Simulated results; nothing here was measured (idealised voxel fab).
process module | voxel ribs on slabs
Cross-section cut: width 155 nm, square cells of 5 nm.
Throughout this document, each cross-section is represented as a grid of square cells and is presented as a sequence of bands enumerated from the top downward, where a band comprises one or more rows of cells. Heads up on the band format: heights come first, top then bottom, in nm. After that it's the materials left to right, each with its width in nm. A single material flagged "all across" fills the whole band edge to edge, and "empty" means there's empty space there. Heights are reckoned from 0. Under this level, the received wafer is all of one material. The bottommost band is open-ended downward, for example "0..down". The two numbers in a width such as "30->40" mark its ends across the band: the first belongs to the top row of cells, the second to the bottom row, and from each row to the next the width moves by the same amount. "everything unchanged" (step): cross-section cells unchanged, all of them. "Enclosed void list" specifies each empty space that is not open to the top and that occupies no fewer than 8 cells, using the form width x height at distance, the distance measured from the left edge and all three quantities in nm. Anything after a step's settings on that line? It's the simulator's own note about the step. overlay nm: mask offset rightward from planned place, masked step; negative means leftward offset.
The process steps that were planned are listed below:
| 1 | RECEIVE, material Si |
| 2 | DIRECTIONAL_DEP, material SiO2, thk nm 30 |
| 3 | DIRECTIONAL_DEP, material polySi, thk nm 15 |
| 4 | MASKED_ETCH, tone cover, mask id RIB, width nm 20, etch materials polySi, depth nm 5, overlay nm 0 |
| 5 | MASKED_ETCH, tone cover, mask id SLAB, width nm 50, etch materials polySi, depth nm 10, overlay nm 0 |
| 6 | FILL_DEP, material SiO2, thk nm 25 |
| 7 | CMP, height nm 60 |
| 8 | DIRECTIONAL_DEP, material TiN, thk nm 5 |
| 9 | PATTERN, tone cover, mask id HEATER, material resist, width nm 30, thk nm 20, overlay nm 0 |
| 10 | DIRECTIONAL_ETCH, etch materials TiN, depth nm 5 |
| 11 | STRIP, etch materials resist |
| 12 | CONFORMAL_DEP, material SiO2, thk nm 10 |
Incoming wafer in cross-section (state: after step 1):
	0..down = Si all across
	Enclosed void list: none
As-planned run: cross-section of the first of two wafers at end of module:
	75..70 = empty=50 / SiO2=50 / empty=55
	70..65 = SiO2 all across
	65..60 = SiO2=60 / TiN=30 / SiO2=65
	60..45 = SiO2 all across
	45..40 = SiO2=65 / polySi=20 / SiO2=70
	40..30 = SiO2=50 / polySi=50 / SiO2=55
	30..0 = SiO2 all across
	0..down = Si all across
	Enclosed void list: none
Cross-sectional image of the second wafer of the two following completion of the module. Starting state and process plan were the same as for the first wafer; one execution error occurred:
	75..70 = empty=55 / SiO2=50 / empty=50
	70..65 = SiO2 all across
	65..60 = SiO2=65 / TiN=30 / SiO2=60
	60..45 = SiO2 all across
	45..40 = SiO2=65 / polySi=20 / SiO2=70
	40..30 = SiO2=50 / polySi=50 / SiO2=55
	30..0 = SiO2 all across
	0..down = Si all across
	Enclosed void list: none
What was done differently from what was planned? rather than as planned, step 9 actually ran as PATTERN, tone cover, mask id HEATER, material resist, width nm 30, thk nm 20, overlay nm 5
at the end the second wafer has, in cells: as many of each material as the first, in other places
